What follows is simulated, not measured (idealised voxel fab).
Herein follows the process module entitled voxel spacer lines.
The cross-section shown here is cut; it is 230 nm wide and divided into square cells measuring 5 nm on a side.
Think of the cross-section as a grid of square cells. We describe it in bands, top to bottom, and each band covers one or more rows of those cells.
The entry gives the band's vertical extent as a top height and a bottom height in nm, then its horizontal make-up as materials from left to right, each with a width in nm. "air" stands for empty space; a single material marked "everywhere" fills the band edge to edge.
Measure heights from 0. That's the level where, below it, the as-received wafer is all one material. The lowest band is bottomless and extends downward; write it as in "0 -> down".
Read "30->40" as a graded width: first number on top, second number at the bottom, same change between each pair of neighbouring rows.
"nothing altered", as given for a step, is the statement that not any cell of the cross-section underwent a change during that step.
Entry "closed voids". Content: empty spaces with no open connection to the top, size 8 cells or greater. Each: width x height at distance. Distance: from left edge. Unit: nm.
Where a step's line continues beyond its settings, the continuation is a remark by the simulator itself on that step.
Regarding "overlay nm": on a step with a mask, it is the distance the mask lay to the right of its planned place; a negative value places it to the left.
### So here's the lineup of process steps we planned
step 1: RECEIVE, material Si
step 2: CONFORMAL_DEP, material Al2O3, thk nm 5
step 3: DIRECTIONAL_DEP, material SiN, thk nm 10
step 4: DIRECTIONAL_DEP, material polySi, thk nm 25
step 5: PATTERN, tone cover, mask id MANDREL, material resist, width nm 15, pitch nm 60, thk nm 35, overlay nm 0
step 6: DIRECTIONAL_ETCH, etch materials polySi, depth nm 25
step 7: STRIP, etch materials resist
step 8: CONFORMAL_DEP, material SiO2, thk nm 15
step 9: DIRECTIONAL_ETCH, etch materials SiO2, depth nm 15
step 10: STRIP, etch materials polySi
step 11: DIRECTIONAL_ETCH, etch materials SiN, depth nm 10
step 12: STRIP, etch materials SiO2
Every wafer here starts from the same state; it is the step 5 width nm that distinguishes them, and the value the plan gives belongs to the first wafer.
### Cross-sectional view of the first of several wafers in the as-received condition, corresponding to the state following step 1
0 -> down: Si everywhere
closed voids: none
### Here is the cross-section of the first of several wafers at the end of the module, after its last step, step 12
15 -> 5: air 30 nm; SiN 15 nm; air 15 nm; SiN 15 nm; air 15 nm; SiN 15 nm; air 15 nm; SiN 15 nm; air 15 nm; SiN 15 nm; air 15 nm; SiN 15 nm; air 35 nm
5 -> 0: Al2O3 everywhere
0 -> down: Si everywhere
closed voids: none
### The final wafer, sectioned at module end
15 -> 5: air 25 nm; SiN 15 nm; air 30 nm; SiN 30 nm; air 30 nm; SiN 30 nm; air 30 nm; SiN 15 nm; air 25 nm
5 -> 0: Al2O3 everywhere
0 -> down: Si everywhere
closed voids: none
### Per-wafer rows below. For each material: cells gained (+) or lost (-) since the wafer was received, as of end of module. Then: closed voids
width nm 15 | +46 Al2O3 | +36 SiN | closed voids: none
width nm 20 | +46 Al2O3 | +36 SiN | closed voids: none
width nm 25 | +46 Al2O3 | +36 SiN | closed voids: none
width nm 30 | +46 Al2O3 | +36 SiN | closed voids: none
